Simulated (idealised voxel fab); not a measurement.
The name of this process module is voxel self aligned contacts.
Shown is cross-section cut, with a width of 290 nm and square cells of size 5 nm.
Format of a cross-section: grid, square cells. Given as bands. Order: top down. Band: one or more rows of cells.
In this notation a band is specified by the heights of its top and bottom, in that order and in nm, after which its materials appear from left to right, each paired with its width in nm. The word "all across" attached to a single material means that material fills the band from edge to edge; the word "air" stands for empty space.
Heads up on the height convention: 0 is the point under which the incoming wafer is all one material, and the lowest band has no bottom, it just keeps going down, like "z 0 and below".
With a width like "30..40", each row of cells in the band differs from the next by the same amount, the top row carrying the first number and the bottom row the second.
No cell of the cross-section changed in a step that is given as "same as before".
The label "Enclosed cavities" introduces a list of the empty spaces, 8 cells or larger, that have no open way up to the top; each entry in it reads width x height at distance, where the distance is taken from the left edge and all three are stated in nm.
Note: text after step settings on the step line = simulator remark on that step.
You can add "overlay nm" to a step's line. For a step with a mask, it describes how far the mask lay to the right of its planned position, and a negative number describes a lay to the left.
PROCESS STEPS (PLANNED)
1 RECEIVE, material Si
2 CONFORMAL_DEP, material SiO2, thk nm 5
3 DIRECTIONAL_DEP, material polySi, thk nm 25
4 DIRECTIONAL_DEP, material SiN, thk nm 20
5 DIRECTIONAL_DEP, material aC, thk nm 10
6 PATTERN, tone cover, mask id GATE, material resist, width nm 35, pitch nm 80, thk nm 25, overlay nm 0
7 DIRECTIONAL_ETCH, etch materials aC, depth nm 10
8 STRIP, etch materials resist
9 DIRECTIONAL_ETCH, etch materials SiN, depth nm 20
10 DIRECTIONAL_ETCH, etch materials polySi, depth nm 25
11 STRIP, etch materials aC
12 CONFORMAL_DEP, material SiN, thk nm 10
13 DIRECTIONAL_ETCH, etch materials SiN, depth nm 10
14 FILL_DEP, material SiO2, thk nm 15
15 CMP, height nm 55
16 MASKED_ETCH, tone open, mask id CONTACT, width nm 65, pitch nm 80, etch materials SiO2, depth nm 55, overlay nm 0
17 CONFORMAL_DEP, material TiN, thk nm 5
18 FILL_DEP, material W, thk nm 5
19 CMP, height nm 55
20 CONFORMAL_DEP, material SiN, thk nm 5
CROSS-SECTION OF THE WAFER AS IT CAME TO US, I.E., ALREADY THROUGH STEP 1
	z 0 and below: Si all across
	Enclosed cavities: none
FIRST WAFER OF TWO, SECTIONED AT END OF MODULE; RUN WENT PER PLAN
	z 60 to 55: SiN all across
	z 55 to 50: 70 nm SiO2  25 nm TiN  15 nm W  25 nm TiN  15 nm SiO2  25 nm TiN  15 nm W  25 nm TiN  75 nm SiO2
	z 50 to 30: 35 nm SiO2  55 nm SiN  5 nm TiN  15 nm W  5 nm TiN  55 nm SiN  5 nm TiN  15 nm W  5 nm TiN  55 nm SiN  40 nm SiO2
	z 30 to 5: 35 nm SiO2  10 nm SiN  35 nm polySi  10 nm SiN  5 nm TiN  15 nm W  5 nm TiN  10 nm SiN  35 nm polySi  10 nm SiN  5 nm TiN  15 nm W  5 nm TiN  10 nm SiN  35 nm polySi  10 nm SiN  40 nm SiO2
	z 5 to 0: 90 nm SiO2  25 nm TiN  55 nm SiO2  25 nm TiN  95 nm SiO2
	z 0 and below: Si all across
	Enclosed cavities: none
HERE IS THE SECOND OF THE TWO WAFERS CUT OPEN AT THE END OF THE MODULE - SAME START, SAME PLAN AS THE FIRST ONE, BUT WE MADE ONE MISTAKE RUNNING IT
	z 60 to 55: SiN all across
	z 55 to 50: 70 nm SiO2  15 nm TiN  35 nm W  15 nm TiN  15 nm SiO2  15 nm TiN  35 nm W  15 nm TiN  75 nm SiO2
	z 50 to 30: 45 nm SiO2  35 nm SiN  5 nm TiN  35 nm W  5 nm TiN  35 nm SiN  5 nm TiN  35 nm W  5 nm TiN  35 nm SiN  50 nm SiO2
	z 30 to 5: 45 nm SiO2  35 nm polySi  5 nm TiN  35 nm W  5 nm TiN  35 nm polySi  5 nm TiN  35 nm W  5 nm TiN  35 nm polySi  50 nm SiO2
	z 5 to 0: 80 nm SiO2  45 nm TiN  35 nm SiO2  45 nm TiN  85 nm SiO2
	z 0 and below: Si all across
	Enclosed cavities: none
Which mistake was made when the wafer was run? step 12 was processed under conditions differing from the plan, specifically as CONFORMAL_DEP, material SiO2, thk nm 10
Per the end-of-run cell counts, the second wafer holds more or fewer of some materials than the first: -108 SiN, +28 SiO2, +80 W
